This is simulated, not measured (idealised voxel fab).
Process module heading - voxel wiring stack
It is cross-section cut that appears here, measuring 245 nm in width, its square cells being 5 nm in size.
If you're reading a cross-section in this doc, picture square cells in a grid; it comes to you as bands, top ones listed first down to the bottom, and a band can be one or more rows of cells. Look at the band entry: it leads with the top's height and the bottom's height in nm. Then it lists the materials left to right, with a width in nm for each. The word "all across" on a single material says that material fills the band edge to edge. The word "empty" is empty space. Where do heights start? At 0: under that level the wafer as delivered is made of one material only. And the lowest band has no floor; it just carries on downward, as in "0 down". Width "30..40": first value at the band's top row of cells, second value at its bottom row, equal change from row to row. What does "nothing different" mean for a step? It means no cell of the cross-section changed in that step. Entry "Fully sealed cavities" = empty spaces >= 8 cells with no open way to the top; each as width x height at distance, distance from left edge, all nm. That trailing text on a step's line, after the settings, is the simulator's own remark on the step. The line of a step may include "overlay nm". On a step with a mask, this value is how far to the right of its planned place the mask lay. A negative value means the mask lay to the left.

**Below is the list of planned process steps**
| 1 | RECEIVE: material Si |
| 2 | CONFORMAL_DEP: material SiO2, thk nm 15 |
| 3 | DIRECTIONAL_DEP: material TiN, thk nm 5 |
| 4 | DIRECTIONAL_DEP: material Ru, thk nm 15 |
| 5 | MASKED_ETCH: tone cover, mask id METAL_1, width nm 30, pitch nm 60, etch materials Ru, depth nm 15, overlay nm 0 |
| 6 | MASKED_ETCH: tone cover, mask id METAL_1, width nm 30, pitch nm 60, etch materials TiN, depth nm 5, overlay nm 0 |
| 7 | CONFORMAL_DEP: material SiCN, thk nm 5 |
| 8 | FILL_DEP: material SiO2, thk nm 5 |
| 9 | CMP: height nm 35 |
| 10 | CONFORMAL_DEP: material SiCN, thk nm 5 |
| 11 | DIRECTIONAL_DEP: material lowk, thk nm 25 |
| 12 | PATTERN: tone open, mask id METAL_2, material resist, width nm 30, pitch nm 60, thk nm 20, overlay nm 0 |
| 13 | DIRECTIONAL_ETCH: etch materials lowk, depth nm 15 |
| 14 | STRIP: etch materials resist |
| 15 | PATTERN: tone open, mask id METAL_2_HOLES, material resist, width nm 15, pitch nm 120, thk nm 15, overlay nm 0 |
| 16 | DIRECTIONAL_ETCH: etch materials lowk, depth nm 5 |
| 17 | DIRECTIONAL_ETCH: etch materials SiCN, depth nm 5 |
| 18 | STRIP: etch materials resist |
| 19 | CONFORMAL_DEP: material TiN, thk nm 5 |
| 20 | FILL_DEP: material Cu, thk nm 5 |
| 21 | CMP: height nm 65 |
| 22 | CONFORMAL_DEP: material SiCN, thk nm 5 |
| 23 | DIRECTIONAL_DEP: material SiO2, thk nm 30 |
| 24 | MASKED_ETCH: tone open, mask id METAL_3, width nm 30, pitch nm 60, etch materials SiO2, depth nm 15, overlay nm 0 |
| 25 | DIRECTIONAL_DEP: material aC, thk nm 10 |
| 26 | PATTERN: tone open, mask id METAL_3_HOLES, material resist, width nm 15, pitch nm 120, thk nm 25, overlay nm 0 |
| 27 | DIRECTIONAL_ETCH: etch materials aC, depth nm 10 |
| 28 | STRIP: etch materials resist |
| 29 | DIRECTIONAL_ETCH: etch materials SiO2, depth nm 15 |
| 30 | DIRECTIONAL_ETCH: etch materials SiCN, depth nm 5 |
| 31 | STRIP: etch materials aC |
| 32 | CONFORMAL_DEP: material TiN, thk nm 5 |
| 33 | FILL_DEP: material Cu, thk nm 10 |
| 34 | CMP: height nm 100 |
| 35 | CONFORMAL_DEP: material SiCN, thk nm 5 |
| 36 | DIRECTIONAL_DEP: material lowk, thk nm 10 |
| 37 | MASKED_ETCH: tone open, mask id PLUG_3, width nm 15, pitch nm 60, etch materials lowk, depth nm 10, overlay nm 0 |
| 38 | MASKED_ETCH: tone open, mask id PLUG_3, width nm 15, pitch nm 60, etch materials SiCN, depth nm 5, overlay nm 0 |
| 39 | CONFORMAL_DEP: material TiN, thk nm 5 |
| 40 | FILL_DEP: material Cu, thk nm 5 |
| 41 | CMP: height nm 115 |
| 42 | CONFORMAL_DEP: material SiN, thk nm 5 |
| 43 | DIRECTIONAL_DEP: material SiO2, thk nm 25 |
| 44 | PATTERN: tone open, mask id METAL_4, material resist, width nm 30, pitch nm 60, thk nm 15, overlay nm 0 |
| 45 | DIRECTIONAL_ETCH: etch materials SiO2, depth nm 25 |
| 46 | DIRECTIONAL_ETCH: etch materials SiN, depth nm 5 |
| 47 | STRIP: etch materials resist |
| 48 | CONFORMAL_DEP: material TiN, thk nm 5 |
| 49 | FILL_DEP: material W, thk nm 10 |
| 50 | CMP: height nm 145 |
| 51 | EPI: material Ru, thk nm 5 |
| 52 | FILL_DEP: material SiCN, thk nm 5 |
Same starting wafers, different depth nm at step 16. Plan value belongs to the first wafer.

**So this is the first of several wafers, cross-sectioned as it came to us, meaning it's at the end of step 1**
0 down  Si all across
Fully sealed cavities: none

**Per wafer, end of module: cells gained (+) or lost (-) per material since receipt, then closed voids**
depth nm 5 | +64 Cu | +78 Ru | +255 SiCN | +31 SiN | +599 SiO2 | +167 TiN | +60 W | +265 lowk | Fully sealed cavities: none
depth nm 10 | +68 Cu | +78 Ru | +249 SiCN | +31 SiN | +599 SiO2 | +175 TiN | +60 W | +259 lowk | Fully sealed cavities: none
depth nm 15 | +68 Cu | +78 Ru | +249 SiCN | +31 SiN | +599 SiO2 | +175 TiN | +60 W | +259 lowk | Fully sealed cavities: none
depth nm 20 | +68 Cu | +78 Ru | +249 SiCN | +31 SiN | +599 SiO2 | +175 TiN | +60 W | +259 lowk | Fully sealed cavities: none
depth nm 25 | +68 Cu | +78 Ru | +249 SiCN | +31 SiN | +599 SiO2 | +175 TiN | +60 W | +259 lowk | Fully sealed cavities: none
